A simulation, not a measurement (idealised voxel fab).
process module | voxel trench capacitor
cross-section cut | 145 nm wide | cells 5 nm
A cross-section is a grid of square cells, given in bands from the top down. A band is one or more rows of cells.
Each band's line starts with the height of the band's top and of its bottom, in nm. Then come its materials from left to right, each with its width in nm. One material with "throughout" fills the band from edge to edge. "air" is empty space.
Height 0 is the level under which the wafer as received is all one material. The lowest band goes on downwards, as in "0 down".
A width such as "30 to 40" changes by the same amount from each row of cells to the next, from the band's top row to its bottom row.
"no change" after a step means that no cell of the cross-section changed.
closed voids: empty space of 8 cells or more with no open way to the top, each as width x height at its distance from the left edge, in nm
after a step's settings: what the simulator itself notes on the step
overlay nm, on a step with a mask: how far to the right of its planned place the mask lay; to the left if negative
Each pair below shows a cross-section before one step and the cross-section after it, down to the lowest band that changed. The line under each pair gives the step between them, with its settings. The pairs can come from different runs of this module on the same starting wafer, so a pair continues from the pair above only where its "before" says so.
before
  0 down: Si throughout
  closed voids: none
after
  5 to 0: SiN throughout
  below 0: unchanged
  closed voids: none
the step between: op CONFORMAL_DEP | material SiN | thk nm 5
before: the cross-section after the pair above
after
  20 to 5: aC throughout
  below 5: unchanged
  closed voids: none
the step between: op DIRECTIONAL_DEP | material aC | thk nm 15
before: the cross-section after the pair above
after
  55 to 20: resist 40 | air 15 | resist 30 | air 15 | resist 45
  below 20: unchanged
  closed voids: none
the step between: op PATTERN | tone open | mask id TRENCH | material resist | width nm 15 | pitch nm 45 | thk nm 35 | overlay nm 0
before: the cross-section after the pair above
after
  40 to 20: resist 40 | air 15 | resist 30 | air 15 | resist 45
  20 to 5: aC 40 | air 15 | aC 30 | air 15 | aC 45
  below 5: unchanged
  closed voids: none
the step between: op DIRECTIONAL_ETCH | etch materials aC | depth nm 15
before: the cross-section after the pair above
after
  20 to 5: aC 40 | air 15 | aC 30 | air 15 | aC 45
  below 5: unchanged
  closed voids: none
the step between: op STRIP | etch materials resist
before: the cross-section after the pair above
after
  20 to 5: aC 40 | air 15 | aC 30 | air 15 | aC 45
  5 to 0: SiN 40 | air 15 | SiN 30 | air 15 | SiN 45
  below 0: unchanged
  closed voids: none
the step between: op DIRECTIONAL_ETCH | etch materials SiN | depth nm 5
before: the cross-section after the pair above
after
  20 to 5: aC 40 | air 15 | aC 30 | air 15 | aC 45
  5 to 0: SiN 40 | air 15 | SiN 30 | air 15 | SiN 45
  0 to -40: Si 40 | air 15 | Si 30 | air 15 | Si 45
  below -40: unchanged
  closed voids: none
the step between: op DIRECTIONAL_ETCH | etch materials Si | depth nm 40
before: the cross-section after the pair above
after
  5 to 0: SiN 40 | air 15 | SiN 30 | air 15 | SiN 45
  below 0: unchanged
  closed voids: none
the step between: op STRIP | etch materials aC
before: the cross-section after the pair above
after
  10 to 5: Al2O3 45 | air 5 | Al2O3 40 | air 5 | Al2O3 50
  5 to 0: SiN 40 | Al2O3 5 | air 5 | Al2O3 5 | SiN 30 | Al2O3 5 | air 5 | Al2O3 5 | SiN 45
  0 to -35: Si 40 | Al2O3 5 | air 5 | Al2O3 5 | Si 30 | Al2O3 5 | air 5 | Al2O3 5 | Si 45
  -35 to -40: Si 40 | Al2O3 15 | Si 30 | Al2O3 15 | Si 45
  below -40: unchanged
  closed voids: none
the step between: op CONFORMAL_DEP | material Al2O3 | thk nm 5
before: the cross-section after the pair above
after
  20 to 10: polySi throughout
  10 to 5: Al2O3 45 | polySi 5 | Al2O3 40 | polySi 5 | Al2O3 50
  5 to 0: SiN 40 | Al2O3 5 | polySi 5 | Al2O3 5 | SiN 30 | Al2O3 5 | polySi 5 | Al2O3 5 | SiN 45
  0 to -35: Si 40 | Al2O3 5 | polySi 5 | Al2O3 5 | Si 30 | Al2O3 5 | polySi 5 | Al2O3 5 | Si 45
  below -35: unchanged
  closed voids: none
the step between: op FILL_DEP | material polySi | thk nm 10
before: the cross-section after the pair above
after
  5 to 0: SiN 40 | Al2O3 5 | polySi 5 | Al2O3 5 | SiN 30 | Al2O3 5 | polySi 5 | Al2O3 5 | SiN 45
  below 0: unchanged
  closed voids: none
the step between: op CMP | height nm 5
before
  20 to 5: aC 40 | air 15 | aC 30 | air 15 | aC 45
  5 to 0: SiN 40 | air 15 | SiN 30 | air 15 | SiN 45
  0 to -40: Si 40 | air 15 | Si 30 | air 15 | Si 45
  -40 down: Si throughout
  closed voids: none
after
  25 to 20: Al2O3 45 | air 5 | Al2O3 40 | air 5 | Al2O3 50
  20 to 5: aC 40 | Al2O3 5 | air 5 | Al2O3 5 | aC 30 | Al2O3 5 | air 5 | Al2O3 5 | aC 45
  5 to 0: SiN 40 | Al2O3 5 | air 5 | Al2O3 5 | SiN 30 | Al2O3 5 | air 5 | Al2O3 5 | SiN 45
  0 to -35: Si 40 | Al2O3 5 | air 5 | Al2O3 5 | Si 30 | Al2O3 5 | air 5 | Al2O3 5 | Si 45
  -35 to -40: Si 40 | Al2O3 15 | Si 30 | Al2O3 15 | Si 45
  below -40: unchanged
  closed voids: none
the step between: op CONFORMAL_DEP | material Al2O3 | thk nm 5
before: the cross-section after the pair above
after
  35 to 25: polySi throughout
  25 to 20: Al2O3 45 | polySi 5 | Al2O3 40 | polySi 5 | Al2O3 50
  20 to 5: aC 40 | Al2O3 5 | polySi 5 | Al2O3 5 | aC 30 | Al2O3 5 | polySi 5 | Al2O3 5 | aC 45
  5 to 0: SiN 40 | Al2O3 5 | polySi 5 | Al2O3 5 | SiN 30 | Al2O3 5 | polySi 5 | Al2O3 5 | SiN 45
  0 to -35: Si 40 | Al2O3 5 | polySi 5 | Al2O3 5 | Si 30 | Al2O3 5 | polySi 5 | Al2O3 5 | Si 45
  below -35: unchanged
  closed voids: none
the step between: op FILL_DEP | material polySi | thk nm 10
before: the cross-section after the pair above
after
  5 to 0: SiN 40 | Al2O3 5 | polySi 5 | Al2O3 5 | SiN 30 | Al2O3 5 | polySi 5 | Al2O3 5 | SiN 45
  below 0: unchanged
  closed voids: none
the step between: op CMP | height nm 5
before
  20 to 10: polySi throughout
  10 to 5: Al2O3 45 | polySi 5 | Al2O3 40 | polySi 5 | Al2O3 50
  5 to 0: SiN 40 | Al2O3 5 | polySi 5 | Al2O3 5 | SiN 30 | Al2O3 5 | polySi 5 | Al2O3 5 | SiN 45
  0 to -35: Si 40 | Al2O3 5 | polySi 5 | Al2O3 5 | Si 30 | Al2O3 5 | polySi 5 | Al2O3 5 | Si 45
  -35 to -40: Si 40 | Al2O3 15 | Si 30 | Al2O3 15 | Si 45
  -40 down: Si throughout
  closed voids: none
after
  0 to -35: Si 40 | Al2O3 5 | polySi 5 | Al2O3 5 | Si 30 | Al2O3 5 | polySi 5 | Al2O3 5 | Si 45
  below -35: unchanged
  closed voids: none
the step between: op CMP | height nm 0
before
  20 to 5: aC throughout
  5 to 0: SiN throughout
  0 down: Si throughout
  closed voids: none
after
  55 to 20: resist 35 | air 25 | resist 20 | air 25 | resist 40
  below 20: unchanged
  closed voids: none
the step between: op PATTERN | tone open | mask id TRENCH | material resist | width nm 25 | pitch nm 45 | thk nm 35 | overlay nm 0
before: the cross-section after the pair above
after
  40 to 20: resist 35 | air 25 | resist 20 | air 25 | resist 40
  20 to 5: aC 35 | air 25 | aC 20 | air 25 | aC 40
  below 5: unchanged
  closed voids: none
the step between: op DIRECTIONAL_ETCH | etch materials aC | depth nm 15
before: the cross-section after the pair above
after
  20 to 5: aC 35 | air 25 | aC 20 | air 25 | aC 40
  below 5: unchanged
  closed voids: none
the step between: op STRIP | etch materials resist
before: the cross-section after the pair above
after
  20 to 5: aC 35 | air 25 | aC 20 | air 25 | aC 40
  5 to 0: SiN 35 | air 25 | SiN 20 | air 25 | SiN 40
  below 0: unchanged
  closed voids: none
the step between: op DIRECTIONAL_ETCH | etch materials SiN | depth nm 5
before: the cross-section after the pair above
after
  20 to 5: aC 35 | air 25 | aC 20 | air 25 | aC 40
  5 to 0: SiN 35 | air 25 | SiN 20 | air 25 | SiN 40
  0 to -40: Si 35 | air 25 | Si 20 | air 25 | Si 40
  below -40: unchanged
  closed voids: none
the step between: op DIRECTIONAL_ETCH | etch materials Si | depth nm 40
before: the cross-section after the pair above
after
  5 to 0: SiN 35 | air 25 | SiN 20 | air 25 | SiN 40
  below 0: unchanged
  closed voids: none
the step between: op STRIP | etch materials aC
before: the cross-section after the pair above
after
  10 to 5: Al2O3 40 | air 15 | Al2O3 30 | air 15 | Al2O3 45
  5 to 0: SiN 35 | Al2O3 5 | air 15 | Al2O3 5 | SiN 20 | Al2O3 5 | air 15 | Al2O3 5 | SiN 40
  0 to -35: Si 35 | Al2O3 5 | air 15 | Al2O3 5 | Si 20 | Al2O3 5 | air 15 | Al2O3 5 | Si 40
  -35 to -40: Si 35 | Al2O3 25 | Si 20 | Al2O3 25 | Si 40
  below -40: unchanged
  closed voids: none
the step between: op CONFORMAL_DEP | material Al2O3 | thk nm 5
before: the cross-section after the pair above
after
  20 to 10: polySi throughout
  10 to 5: Al2O3 40 | polySi 15 | Al2O3 30 | polySi 15 | Al2O3 45
  5 to 0: SiN 35 | Al2O3 5 | polySi 15 | Al2O3 5 | SiN 20 | Al2O3 5 | polySi 15 | Al2O3 5 | SiN 40
  0 to -35: Si 35 | Al2O3 5 | polySi 15 | Al2O3 5 | Si 20 | Al2O3 5 | polySi 15 | Al2O3 5 | Si 40
  below -35: unchanged
  closed voids: none
the step between: op FILL_DEP | material polySi | thk nm 10
before: the cross-section after the pair above
after
  5 to 0: SiN 35 | Al2O3 5 | polySi 15 | Al2O3 5 | SiN 20 | Al2O3 5 | polySi 15 | Al2O3 5 | SiN 40
  below 0: unchanged
  closed voids: none
the step between: op CMP | height nm 5
before
  20 to 5: aC throughout
  5 to 0: SiN throughout
  0 down: Si throughout
  closed voids: none
after
  55 to 20: resist 45 | air 15 | resist 30 | air 15 | resist 40
  below 20: unchanged
  closed voids: none
the step between: op PATTERN | tone open | mask id TRENCH | material resist | width nm 15 | pitch nm 45 | thk nm 35 | overlay nm 5
before: the cross-section after the pair above
after
  40 to 20: resist 45 | air 15 | resist 30 | air 15 | resist 40
  20 to 5: aC 45 | air 15 | aC 30 | air 15 | aC 40
  below 5: unchanged
  closed voids: none
the step between: op DIRECTIONAL_ETCH | etch materials aC | depth nm 15
before: the cross-section after the pair above
after
  20 to 5: aC 45 | air 15 | aC 30 | air 15 | aC 40
  below 5: unchanged
  closed voids: none
the step between: op STRIP | etch materials resist
before: the cross-section after the pair above
after
  20 to 5: aC 45 | air 15 | aC 30 | air 15 | aC 40
  5 to 0: SiN 45 | air 15 | SiN 30 | air 15 | SiN 40
  below 0: unchanged
  closed voids: none
the step between: op DIRECTIONAL_ETCH | etch materials SiN | depth nm 5
before: the cross-section after the pair above
after
  20 to 5: aC 45 | air 15 | aC 30 | air 15 | aC 40
  5 to 0: SiN 45 | air 15 | SiN 30 | air 15 | SiN 40
  0 to -40: Si 45 | air 15 | Si 30 | air 15 | Si 40
  below -40: unchanged
  closed voids: none
the step between: op DIRECTIONAL_ETCH | etch materials Si | depth nm 40
before: the cross-section after the pair above
after
  5 to 0: SiN 45 | air 15 | SiN 30 | air 15 | SiN 40
  below 0: unchanged
  closed voids: none
the step between: op STRIP | etch materials aC
before: the cross-section after the pair above
after
  10 to 5: Al2O3 50 | air 5 | Al2O3 40 | air 5 | Al2O3 45
  5 to 0: SiN 45 | Al2O3 5 | air 5 | Al2O3 5 | SiN 30 | Al2O3 5 | air 5 | Al2O3 5 | SiN 40
  0 to -35: Si 45 | Al2O3 5 | air 5 | Al2O3 5 | Si 30 | Al2O3 5 | air 5 | Al2O3 5 | Si 40
  -35 to -40: Si 45 | Al2O3 15 | Si 30 | Al2O3 15 | Si 40
  below -40: unchanged
  closed voids: none
the step between: op CONFORMAL_DEP | material Al2O3 | thk nm 5
before: the cross-section after the pair above
after
  20 to 10: polySi throughout
  10 to 5: Al2O3 50 | polySi 5 | Al2O3 40 | polySi 5 | Al2O3 45
  5 to 0: SiN 45 | Al2O3 5 | polySi 5 | Al2O3 5 | SiN 30 | Al2O3 5 | polySi 5 | Al2O3 5 | SiN 40
  0 to -35: Si 45 | Al2O3 5 | polySi 5 | Al2O3 5 | Si 30 | Al2O3 5 | polySi 5 | Al2O3 5 | Si 40
  below -35: unchanged
  closed voids: none
the step between: op FILL_DEP | material polySi | thk nm 10
before: the cross-section after the pair above
after
  5 to 0: SiN 45 | Al2O3 5 | polySi 5 | Al2O3 5 | SiN 30 | Al2O3 5 | polySi 5 | Al2O3 5 | SiN 40
  below 0: unchanged
  closed voids: none
the step between: op CMP | height nm 5
before
  0 down: Si throughout
  closed voids: none
after
  5 to 0: polySi throughout
  below 0: unchanged
  closed voids: none
the step between: op CONFORMAL_DEP | material polySi | thk nm 5
before: the cross-section after the pair above
after
  20 to 5: aC throughout
  below 5: unchanged
  closed voids: none
the step between: op DIRECTIONAL_DEP | material aC | thk nm 15
before: the cross-section after the pair above
after
  55 to 20: resist 40 | air 15 | resist 30 | air 15 | resist 45
  below 20: unchanged
  closed voids: none
the step between: op PATTERN | tone open | mask id TRENCH | material resist | width nm 15 | pitch nm 45 | thk nm 35 | overlay nm 0
before: the cross-section after the pair above
after
  40 to 20: resist 40 | air 15 | resist 30 | air 15 | resist 45
  20 to 5: aC 40 | air 15 | aC 30 | air 15 | aC 45
  below 5: unchanged
  closed voids: none
the step between: op DIRECTIONAL_ETCH | etch materials aC | depth nm 15
before: the cross-section after the pair above
after
  20 to 5: aC 40 | air 15 | aC 30 | air 15 | aC 45
  below 5: unchanged
  closed voids: none
the step between: op STRIP | etch materials resist
before: the cross-section after the pair above
after
  20 to 5: aC 40 | air 15 | aC 30 | air 15 | aC 45
  5 to 0: polySi 40 | air 15 | polySi 30 | air 15 | polySi 45
  0 to -35: Si 40 | air 15 | Si 30 | air 15 | Si 45
  below -35: unchanged
  closed voids: none
the step between: op DIRECTIONAL_ETCH | etch materials Si | depth nm 40
before: the cross-section after the pair above
after
  5 to 0: polySi 40 | air 15 | polySi 30 | air 15 | polySi 45
  below 0: unchanged
  closed voids: none
the step between: op STRIP | etch materials aC
before: the cross-section after the pair above
after
  10 to 5: Al2O3 45 | air 5 | Al2O3 40 | air 5 | Al2O3 50
  5 to 0: polySi 40 | Al2O3 5 | air 5 | Al2O3 5 | polySi 30 | Al2O3 5 | air 5 | Al2O3 5 | polySi 45
  0 to -30: Si 40 | Al2O3 5 | air 5 | Al2O3 5 | Si 30 | Al2O3 5 | air 5 | Al2O3 5 | Si 45
  -30 to -35: Si 40 | Al2O3 15 | Si 30 | Al2O3 15 | Si 45
  below -35: unchanged
  closed voids: none
the step between: op CONFORMAL_DEP | material Al2O3 | thk nm 5
before: the cross-section after the pair above
after
  20 to 10: polySi throughout
  10 to 5: Al2O3 45 | polySi 5 | Al2O3 40 | polySi 5 | Al2O3 50
  5 to 0: polySi 40 | Al2O3 5 | polySi 5 | Al2O3 5 | polySi 30 | Al2O3 5 | polySi 5 | Al2O3 5 | polySi 45
  0 to -30: Si 40 | Al2O3 5 | polySi 5 | Al2O3 5 | Si 30 | Al2O3 5 | polySi 5 | Al2O3 5 | Si 45
  below -30: unchanged
  closed voids: none
the step between: op FILL_DEP | material polySi | thk nm 10
before: the cross-section after the pair above
after
  5 to 0: polySi 40 | Al2O3 5 | polySi 5 | Al2O3 5 | polySi 30 | Al2O3 5 | polySi 5 | Al2O3 5 | polySi 45
  below 0: unchanged
  closed voids: none
the step between: op CMP | height nm 5
before
  20 to 5: aC throughout
  5 to 0: SiN throughout
  0 down: Si throughout
  closed voids: none
after
  55 to 20: air 40 | resist 15 | air 30 | resist 15 | air 45
  below 20: unchanged
  closed voids: none
the step between: op PATTERN | tone cover | mask id TRENCH | material resist | width nm 15 | pitch nm 45 | thk nm 35 | overlay nm 0
before: the cross-section after the pair above
after
  40 to 20: air 40 | resist 15 | air 30 | resist 15 | air 45
  20 to 5: air 40 | aC 15 | air 30 | aC 15 | air 45
  below 5: unchanged
  closed voids: none
the step between: op DIRECTIONAL_ETCH | etch materials aC | depth nm 15
before: the cross-section after the pair above
after
  20 to 5: air 40 | aC 15 | air 30 | aC 15 | air 45
  below 5: unchanged
  closed voids: none
the step between: op STRIP | etch materials resist
before: the cross-section after the pair above
after
  20 to 5: air 40 | aC 15 | air 30 | aC 15 | air 45
  5 to 0: air 40 | SiN 15 | air 30 | SiN 15 | air 45
  below 0: unchanged
  closed voids: none
the step between: op DIRECTIONAL_ETCH | etch materials SiN | depth nm 5
before: the cross-section after the pair above
after
  20 to 5: air 40 | aC 15 | air 30 | aC 15 | air 45
  5 to 0: air 40 | SiN 15 | air 30 | SiN 15 | air 45
  0 to -40: air 40 | Si 15 | air 30 | Si 15 | air 45
  below -40: unchanged
  closed voids: none
the step between: op DIRECTIONAL_ETCH | etch materials Si | depth nm 40
before: the cross-section after the pair above
after
  5 to 0: air 40 | SiN 15 | air 30 | SiN 15 | air 45
  below 0: unchanged
  closed voids: none
the step between: op STRIP | etch materials aC
before: the cross-section after the pair above
after
  10 to 5: air 35 | Al2O3 25 | air 20 | Al2O3 25 | air 40
  5 to 0: air 35 | Al2O3 5 | SiN 15 | Al2O3 5 | air 20 | Al2O3 5 | SiN 15 | Al2O3 5 | air 40
  0 to -35: air 35 | Al2O3 5 | Si 15 | Al2O3 5 | air 20 | Al2O3 5 | Si 15 | Al2O3 5 | air 40
  -35 to -40: Al2O3 40 | Si 15 | Al2O3 30 | Si 15 | Al2O3 45
  below -40: unchanged
  closed voids: none
the step between: op CONFORMAL_DEP | material Al2O3 | thk nm 5
before: the cross-section after the pair above
after
  20 to 10: polySi throughout
  10 to 5: polySi 35 | Al2O3 25 | polySi 20 | Al2O3 25 | polySi 40
  5 to 0: polySi 35 | Al2O3 5 | SiN 15 | Al2O3 5 | polySi 20 | Al2O3 5 | SiN 15 | Al2O3 5 | polySi 40
  0 to -35: polySi 35 | Al2O3 5 | Si 15 | Al2O3 5 | polySi 20 | Al2O3 5 | Si 15 | Al2O3 5 | polySi 40
  below -35: unchanged
  closed voids: none
the step between: op FILL_DEP | material polySi | thk nm 10
before: the cross-section after the pair above
after
  5 to 0: polySi 35 | Al2O3 5 | SiN 15 | Al2O3 5 | polySi 20 | Al2O3 5 | SiN 15 | Al2O3 5 | polySi 40
  below 0: unchanged
  closed voids: none
the step between: op CMP | height nm 5
